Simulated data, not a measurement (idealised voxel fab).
This is a process module. Its name is voxel spacer lines.
The width of the displayed cross-section, cut, is 195 nm; its cells are square, with a size of 5 nm.
A cross-section is written here as square cells arranged in a grid, and it is given in bands from the top down, each band taking up one or more rows of cells.
The band entry comprises the height of the band's top followed by the height of its bottom, expressed in nm, and subsequently the band's materials from left to right, each stated together with its width in nm. Where a single material is marked with the word "all across", that material fills the band from edge to edge. The word "blank" represents empty space.
Height datum 0, below which the as-received substrate wafer is one material. Lowest band open at the bottom, running downward: "top 0, no bottom".
A width given as "30..40" starts at the first number in the band's top row and ends at the second number in its bottom row, shifting by an equal amount at every step from row to row.
"same as before" means the step left every cell of the cross-section as it was.
So "Cavities, sealed" is basically the list of trapped voids: any empty space of 8 cells or more that can't reach the top through an opening. They're written width x height at distance, the distance being from the left edge, and it's all nm.
Formally, on a step line, whatever follows the settings is a remark that the simulator itself makes on the step.
You can add "overlay nm" to a step's line. For a step with a mask, it describes how far the mask lay to the right of its planned position, and a negative number describes a lay to the left.

So here's the lineup of process steps we planned
1. RECEIVE [material Si]
2. CONFORMAL_DEP [material Al2O3] [thk nm 10]
3. DIRECTIONAL_DEP [material polySi] [thk nm 10]
4. DIRECTIONAL_DEP [material aC] [thk nm 25]
5. PATTERN [tone cover] [mask id MANDREL] [material resist] [width nm 15] [pitch nm 50] [thk nm 35] [overlay nm 0]
6. DIRECTIONAL_ETCH [etch materials aC] [depth nm 25]
7. STRIP [etch materials resist]
8. CONFORMAL_DEP [material SiO2] [thk nm 10]
9. DIRECTIONAL_ETCH [etch materials SiO2] [depth nm 10]
10. STRIP [etch materials aC]
11. DIRECTIONAL_ETCH [etch materials polySi] [depth nm 10]
12. STRIP [etch materials SiO2]

Step 1 complete: cross-section of the wafer as received
- top 0, no bottom = Si all across
- Cavities, sealed: none

End-of-module XS, first of two wafers, run as planned
- top 20, bottom 10 = blank (30) | polySi (10) | blank (15) | polySi (10) | blank (15) | polySi (10) | blank (15) | polySi (10) | blank (15) | polySi (10) | blank (15) | polySi (10) | blank (30)
- top 10, bottom 0 = Al2O3 all across
- top 0, no bottom = Si all across
- Cavities, sealed: none

The second wafer, shown in cross-section after the module: started the same way as the first and given the same plan, yet one mistake crept into how it was run
- top 10, bottom 0 = blank (30) | polySi (10) | blank (15) | polySi (10) | blank (15) | polySi (10) | blank (15) | polySi (10) | blank (15) | polySi (10) | blank (15) | polySi (10) | blank (30)
- top 0, no bottom = Si all across
- Cavities, sealed: none
Misprocessing identified: step 2 of the plan never got run, it was skipped over
Heads up, by the end the second wafer has more or fewer cells of some materials compared to the first: -78 Al2O3
